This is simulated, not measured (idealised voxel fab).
process module | voxel ribs on slabs
cross-section cut | 255 nm wide | cells 5 nm
A cross-section is a grid of square cells, given in bands from the top down. A band is one or more rows of cells.
Each band's line starts with the height of the band's top and of its bottom, in nm. Then come its materials from left to right, each with its width in nm. One material with "throughout" fills the band from edge to edge. "air" is empty space.
Height 0 is the level under which the wafer as received is all one material. The lowest band goes on downwards, as in "0 down".
A width such as "30 to 40" changes by the same amount from each row of cells to the next, from the band's top row to its bottom row.
"no change" after a step means that no cell of the cross-section changed.
closed voids: empty space of 8 cells or more with no open way to the top, each as width x height at its distance from the left edge, in nm
after a step's settings: what the simulator itself notes on the step
overlay nm, on a step with a mask: how far to the right of its planned place the mask lay; to the left if negative
plan
1 op RECEIVE | material Si
2 op DIRECTIONAL_DEP | material SiO2 | thk nm 20
3 op DIRECTIONAL_DEP | material polySi | thk nm 15
4 op MASKED_ETCH | tone cover | mask id RIB | width nm 20 | etch materials polySi | depth nm 5 | overlay nm 0
5 op DIRECTIONAL_DEP | material aC | thk nm 15
6 op PATTERN | tone cover | mask id SLAB | material resist | width nm 70 | thk nm 30 | overlay nm 0
7 op DIRECTIONAL_ETCH | etch materials aC | depth nm 15
8 op STRIP | etch materials resist
9 op DIRECTIONAL_ETCH | etch materials polySi | depth nm 10
10 op STRIP | etch materials aC
11 op FILL_DEP | material SiO2 | thk nm 20
12 op CMP | height nm 45
13 op DIRECTIONAL_DEP | material W | thk nm 5
14 op MASKED_ETCH | tone cover | mask id HEATER | width nm 30 | etch materials W | depth nm 5 | overlay nm 0
15 op CONFORMAL_DEP | material SiN | thk nm 5
as received, after step 1
  0 down: Si throughout
  closed voids: none
first wafer at the end, as planned
  55 to 50: air 105 | SiN 40 | air 110
  50 to 45: SiN 110 | W 30 | SiN 115
  45 to 35: SiO2 throughout
  35 to 30: SiO2 115 | polySi 20 | SiO2 120
  30 to 20: SiO2 90 | polySi 70 | SiO2 95
  20 to 0: SiO2 throughout
  0 down: Si throughout
  closed voids: none
second wafer at the end: like start, like plan, one mistake
  55 to 50: air 105 | SiN 40 | air 110
  50 to 45: SiN 110 | W 30 | SiN 115
  45 to 15: SiO2 throughout
  15 to 0: polySi throughout
  0 down: Si throughout
  closed voids: none
what went wrong: steps 2 and 3 were swapped
at the end the second wafer has, in cells: 121 fewer of SiO2 | 121 more of polySi
